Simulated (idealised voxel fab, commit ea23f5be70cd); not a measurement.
process module | voxel quadruple lines
cross-section cut | 150 nm wide | cells 5 nm
A cross-section is a grid of square cells, given in bands from the top down. A band is one or more rows of cells.
Each band's line starts with the height of the band's top and of its bottom, in nm. Then come its materials from left to right, each with its width in nm. One material with "throughout" fills the band from edge to edge. "air" is empty space.
Height 0 is the level under which the wafer as received is all one material. The lowest band goes on downwards, as in "0 down".
A width such as "30 to 40" changes by the same amount from each row of cells to the next, from the band's top row to its bottom row.
"no change" after a step means that no cell of the cross-section changed.
closed voids: empty space of 8 cells or more with no open way to the top, each as width x height at its distance from the left edge, in nm
after a step's settings: what the simulator itself notes on the step
overlay nm, on a step with a mask: how far to the right of its planned place the mask lay; to the left if negative
plan
1 op RECEIVE | material Si
2 op CONFORMAL_DEP | material Al2O3 | thk nm 10
3 op DIRECTIONAL_DEP | material W | thk nm 10
4 op DIRECTIONAL_DEP | material polySi | thk nm 20
5 op DIRECTIONAL_DEP | material aC | thk nm 20
6 op PATTERN | tone cover | mask id MANDREL | material resist | width nm 30 | thk nm 30 | overlay nm 0
7 op DIRECTIONAL_ETCH | etch materials aC | depth nm 20
8 op STRIP | etch materials resist
9 op CONFORMAL_DEP | material SiO2 | thk nm 10
10 op DIRECTIONAL_ETCH | etch materials SiO2 | depth nm 10
11 op STRIP | etch materials aC
12 op DIRECTIONAL_ETCH | etch materials polySi | depth nm 20
13 op STRIP | etch materials SiO2
14 op CONFORMAL_DEP | material SiCN | thk nm 10
15 op DIRECTIONAL_ETCH | etch materials SiCN | depth nm 10
16 op STRIP | etch materials polySi
17 op DIRECTIONAL_ETCH | etch materials W | depth nm 10
18 op STRIP | etch materials SiCN
as received, after step 1
  0 down: Si throughout
  closed voids: none
first wafer at the end, as planned
  20 to 10: air 40 | W 10 | air 10 | W 10 | air 10 | W 10 | air 10 | W 10 | air 40
  10 to 0: Al2O3 throughout
  0 down: Si throughout
  closed voids: none
second wafer at the end: like start, like plan, one mistake
  20 to 10: Al2O3 throughout
  10 to 0: W throughout
  0 down: Si throughout
  closed voids: none
what went wrong: steps 2 and 3 were swapped
at the end the second wafer has, in cells: 44 more of W
